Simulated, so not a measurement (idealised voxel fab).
Process module name: voxel self aligned vias
Cross-section cut spans 265 nm and uses square cells 5 nm in size.
Format of a cross-section: grid, square cells. Given as bands. Order: top down. Band: one or more rows of cells. In this notation a band is specified by the heights of its top and bottom, in that order and in nm, after which its materials appear from left to right, each paired with its width in nm. The word "edge to edge" attached to a single material means that material fills the band from edge to edge; the word "blank" stands for empty space. A quick word on heights: they are counted from 0, and under that level the wafer as it came to us is one material throughout. The lowest band is different from the rest in having no bottom; it simply continues downward, written as in "0 nm and below". The two numbers in a width such as "30->40" mark its ends across the band: the first belongs to the top row of cells, the second to the bottom row, and from each row to the next the width moves by the same amount. Step marked "no modifications"? Then no cell in the cross-section changed in it. Voids, fully enclosed: empty space of 8 cells or more with no open way to the top, each as width x height at its distance from the left edge, in nm. Note: text after step settings on the step line = simulator remark on that step. Steps that use a mask can have "overlay nm" on their line. It says how far the mask sat to the right of where it was meant to be. Negative means to the left.

# Planned step list for the process
1 op RECEIVE | material Si
2 op CONFORMAL_DEP | material SiO2 | thk nm 15
3 op CONFORMAL_DEP | material SiCN | thk nm 5
4 op DIRECTIONAL_DEP | material SiO2 | thk nm 25
5 op PATTERN | tone open | mask id LINES | material resist | width nm 30 | pitch nm 70 | thk nm 20 | overlay nm 0
6 op DIRECTIONAL_ETCH | etch materials SiO2 | depth nm 25
7 op STRIP | etch materials resist
8 op CONFORMAL_DEP | material TiN | thk nm 5
9 op FILL_DEP | material Ru | thk nm 5
10 op CMP | height nm 45
11 op SELECTIVE_ETCH | etch materials W Ru TiN | depth nm 10
12 op FILL_DEP | material SiN | thk nm 10
13 op CMP | height nm 45
14 op DIRECTIONAL_DEP | material SiO2 | thk nm 15
15 op DIRECTIONAL_DEP | material aC | thk nm 15
16 op PATTERN | tone open | mask id VIAS | material resist | width nm 40 | pitch nm 70 | thk nm 35 | overlay nm 0
17 op DIRECTIONAL_ETCH | etch materials aC | depth nm 15
18 op STRIP | etch materials resist
19 op DIRECTIONAL_ETCH | etch materials SiO2 | depth nm 15
20 op DIRECTIONAL_ETCH | etch materials SiN | depth nm 10
21 op STRIP | etch materials aC
22 op CONFORMAL_DEP | material TiN | thk nm 5
23 op FILL_DEP | material W | thk nm 10
24 op CMP | height nm 60
25 op CONFORMAL_DEP | material SiCN | thk nm 5

# Below: the first of two wafers, run as planned

# Cross-section: wafer on arrival = after step 1
  0 nm and below: Si edge to edge
  Voids, fully enclosed: none

# Cross-section through the wafer, step 2 finished
  15 nm to 0 nm: SiO2 edge to edge
  Nothing below the height 0 has changed.

# Cross-section through the wafer, step 3 finished
  20 nm to 15 nm: SiCN edge to edge
  Nothing below the height 15 has changed.

# Cross-section through the wafer, step 4 finished
  45 nm to 20 nm: SiO2 edge to edge
  Nothing below the height 20 has changed.

# Cross-section through the wafer, step 5 finished
  65 nm to 45 nm: resist 45, blank 30, resist 40, blank 30, resist 40, blank 30, resist 50
  Nothing below the height 45 has changed.

# Cross-section through the wafer, step 6 finished
  65 nm to 45 nm: resist 45, blank 30, resist 40, blank 30, resist 40, blank 30, resist 50
  45 nm to 20 nm: SiO2 45, blank 30, SiO2 40, blank 30, SiO2 40, blank 30, SiO2 50
  Nothing below the height 20 has changed.

# Cross-section through the wafer, step 7 finished
  45 nm to 20 nm: SiO2 45, blank 30, SiO2 40, blank 30, SiO2 40, blank 30, SiO2 50
  Nothing below the height 20 has changed.

# Cross-section through the wafer, step 8 finished
  50 nm to 45 nm: TiN 50, blank 20, TiN 50, blank 20, TiN 50, blank 20, TiN 55
  45 nm to 25 nm: SiO2 45, TiN 5, blank 20, TiN 5, SiO2 40, TiN 5, blank 20, TiN 5, SiO2 40, TiN 5, blank 20, TiN 5, SiO2 50
  25 nm to 20 nm: SiO2 45, TiN 30, SiO2 40, TiN 30, SiO2 40, TiN 30, SiO2 50
  Nothing below the height 20 has changed.

# Cross-section through the wafer, step 9 finished
  55 nm to 50 nm: Ru edge to edge
  50 nm to 45 nm: TiN 50, Ru 20, TiN 50, Ru 20, TiN 50, Ru 20, TiN 55
  45 nm to 25 nm: SiO2 45, TiN 5, Ru 20, TiN 5, SiO2 40, TiN 5, Ru 20, TiN 5, SiO2 40, TiN 5, Ru 20, TiN 5, SiO2 50
  Nothing below the height 25 has changed.

# Cross-section through the wafer, step 10 finished
  45 nm to 25 nm: SiO2 45, TiN 5, Ru 20, TiN 5, SiO2 40, TiN 5, Ru 20, TiN 5, SiO2 40, TiN 5, Ru 20, TiN 5, SiO2 50
  Nothing below the height 25 has changed.

# Cross-section through the wafer, step 11 finished
  45 nm to 35 nm: SiO2 45, blank 30, SiO2 40, blank 30, SiO2 40, blank 30, SiO2 50
  Nothing below the height 35 has changed.

# Cross-section through the wafer, step 12 finished
  55 nm to 45 nm: SiN edge to edge
  45 nm to 35 nm: SiO2 45, SiN 30, SiO2 40, SiN 30, SiO2 40, SiN 30, SiO2 50
  Nothing below the height 35 has changed.

# Cross-section through the wafer, step 13 finished
  45 nm to 35 nm: SiO2 45, SiN 30, SiO2 40, SiN 30, SiO2 40, SiN 30, SiO2 50
  Nothing below the height 35 has changed.

# Cross-section through the wafer, step 14 finished
  60 nm to 45 nm: SiO2 edge to edge
  Nothing below the height 45 has changed.

# Cross-section through the wafer, step 15 finished
  75 nm to 60 nm: aC edge to edge
  Nothing below the height 60 has changed.

# Cross-section through the wafer, step 16 finished
  110 nm to 75 nm: resist 40, blank 40, resist 30, blank 40, resist 30, blank 40, resist 45
  Nothing below the height 75 has changed.

# Cross-section through the wafer, step 17 finished
  95 nm to 75 nm: resist 40, blank 40, resist 30, blank 40, resist 30, blank 40, resist 45
  75 nm to 60 nm: aC 40, blank 40, aC 30, blank 40, aC 30, blank 40, aC 45
  Nothing below the height 60 has changed.

# Cross-section through the wafer, step 18 finished
  75 nm to 60 nm: aC 40, blank 40, aC 30, blank 40, aC 30, blank 40, aC 45
  Nothing below the height 60 has changed.

# Cross-section through the wafer, step 19 finished
  75 nm to 60 nm: aC 40, blank 40, aC 30, blank 40, aC 30, blank 40, aC 45
  60 nm to 45 nm: SiO2 40, blank 40, SiO2 30, blank 40, SiO2 30, blank 40, SiO2 45
  Nothing below the height 45 has changed.

# Cross-section through the wafer, step 20 finished
  75 nm to 60 nm: aC 40, blank 40, aC 30, blank 40, aC 30, blank 40, aC 45
  60 nm to 45 nm: SiO2 40, blank 40, SiO2 30, blank 40, SiO2 30, blank 40, SiO2 45
  45 nm to 35 nm: SiO2 45, blank 30, SiO2 40, blank 30, SiO2 40, blank 30, SiO2 50
  Nothing below the height 35 has changed.

# Cross-section through the wafer, step 21 finished
  60 nm to 45 nm: SiO2 40, blank 40, SiO2 30, blank 40, SiO2 30, blank 40, SiO2 45
  Nothing below the height 45 has changed.

# Cross-section through the wafer, step 22 finished
  65 nm to 60 nm: TiN 45, blank 30, TiN 40, blank 30, TiN 40, blank 30, TiN 50
  60 nm to 50 nm: SiO2 40, TiN 5, blank 30, TiN 5, SiO2 30, TiN 5, blank 30, TiN 5, SiO2 30, TiN 5, blank 30, TiN 5, SiO2 45
  50 nm to 40 nm: SiO2 40->45, TiN 10->5, blank 20, TiN 10->5, SiO2 30->40, TiN 10->5, blank 20, TiN 10->5, SiO2 30->40, TiN 10->5, blank 20, TiN 10->5, SiO2 45->50
  40 nm to 35 nm: SiO2 45, TiN 30, SiO2 40, TiN 30, SiO2 40, TiN 30, SiO2 50
  Nothing below the height 35 has changed.

# Cross-section through the wafer, step 23 finished
  75 nm to 65 nm: W edge to edge
  65 nm to 60 nm: TiN 45, W 30, TiN 40, W 30, TiN 40, W 30, TiN 50
  60 nm to 50 nm: SiO2 40, TiN 5, W 30, TiN 5, SiO2 30, TiN 5, W 30, TiN 5, SiO2 30, TiN 5, W 30, TiN 5, SiO2 45
  50 nm to 40 nm: SiO2 40->45, TiN 10->5, W 20, TiN 10->5, SiO2 30->40, TiN 10->5, W 20, TiN 10->5, SiO2 30->40, TiN 10->5, W 20, TiN 10->5, SiO2 45->50
  Nothing below the height 40 has changed.

# Cross-section through the wafer, step 24 finished
  60 nm to 50 nm: SiO2 40, TiN 5, W 30, TiN 5, SiO2 30, TiN 5, W 30, TiN 5, SiO2 30, TiN 5, W 30, TiN 5, SiO2 45
  Nothing below the height 50 has changed.

# Cross-section through the wafer, step 25 finished
  65 nm to 60 nm: SiCN edge to edge
  Nothing below the height 60 has changed.

# Wafer two of the pair: same origin, same plan, one error during the run; identical to wafer one up to and including step 24

# Cross-section of the second wafer when, according to plan, step 25 should have finished
  65 nm to 60 nm: SiO2 edge to edge
  Nothing below the height 60 has changed.
The mistake made against the process plan was this: the process deviated at step 25: the operation and settings actually run there were op CONFORMAL_DEP | material SiO2 | thk nm 5
Per the end-of-run cell counts, the second wafer holds more or fewer of some materials than the first: -53 SiCN; +53 SiO2
